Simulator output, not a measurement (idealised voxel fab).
Name of the process module below: voxel lift off
The cross-section shown here is cut; it is 155 nm wide and divided into square cells measuring 5 nm on a side.
If you're reading a cross-section in this doc, picture square cells in a grid; it comes to you as bands, top ones listed first down to the bottom, and a band can be one or more rows of cells.
In this notation a band is specified by the heights of its top and bottom, in that order and in nm, after which its materials appear from left to right, each paired with its width in nm. The word "full width" attached to a single material means that material fills the band from edge to edge; the word "blank" stands for empty space.
Beneath 0, the wafer as received is one material, and that level is where height counting begins. The lowest band goes on downward without a bottom; it is written like "from 0 down".
Per-row width for "30 to 40": begins at first number (top row of band), ends at second number (bottom row), increment between rows held constant.
Where the words "nothing got changed" appear for a step, the cross-section shows no cell changed by that step; every cell remained as before.
So "closed voids" is basically the list of trapped voids: any empty space of 8 cells or more that can't reach the top through an opening. They're written width x height at distance, the distance being from the left edge, and it's all nm.
Post-settings text on a step line: simulator's own remark regarding the step.
overlay nm, on a step with a mask: how far to the right of its planned place the mask lay; to the left if negative
**Process steps foreseen in the plan**
1,RECEIVE [material Si]
2,CONFORMAL_DEP [material SiN] [thk nm 10]
3,PATTERN [tone open] [mask id LINES] [material resist] [width nm 15] [pitch nm 40] [thk nm 25] [overlay nm 0]
4,DIRECTIONAL_DEP [material Ru] [thk nm 15]
5,STRIP [etch materials resist]
6,CONFORMAL_DEP [material SiO2] [thk nm 5]
**Delivered wafer in cross-section: state after step 1**
- from 0 down = Si full width
- closed voids: none
**Cross-section at module end, one run error; start and plan unchanged from above**
- from 30 to 25 = blank (25); SiO2 (30); blank (10); SiO2 (30); blank (10); SiO2 (30); blank (20)
- from 25 to 15 = blank (25); SiO2 (5); Ru (20); SiO2 (5); blank (10); SiO2 (5); Ru (20); SiO2 (5); blank (10); SiO2 (5); Ru (20); SiO2 (5); blank (20)
- from 15 to 10 = SiO2 (30); Ru (20); SiO2 (20); Ru (20); SiO2 (20); Ru (20); SiO2 (25)
- from 10 to 0 = SiN full width
- from 0 down = Si full width
- closed voids: none
Here's what went sideways: heads up, step 3 didn't go per plan, it actually ran as PATTERN [tone open] [mask id LINES] [material resist] [width nm 20] [pitch nm 40] [thk nm 25] [overlay nm 0]
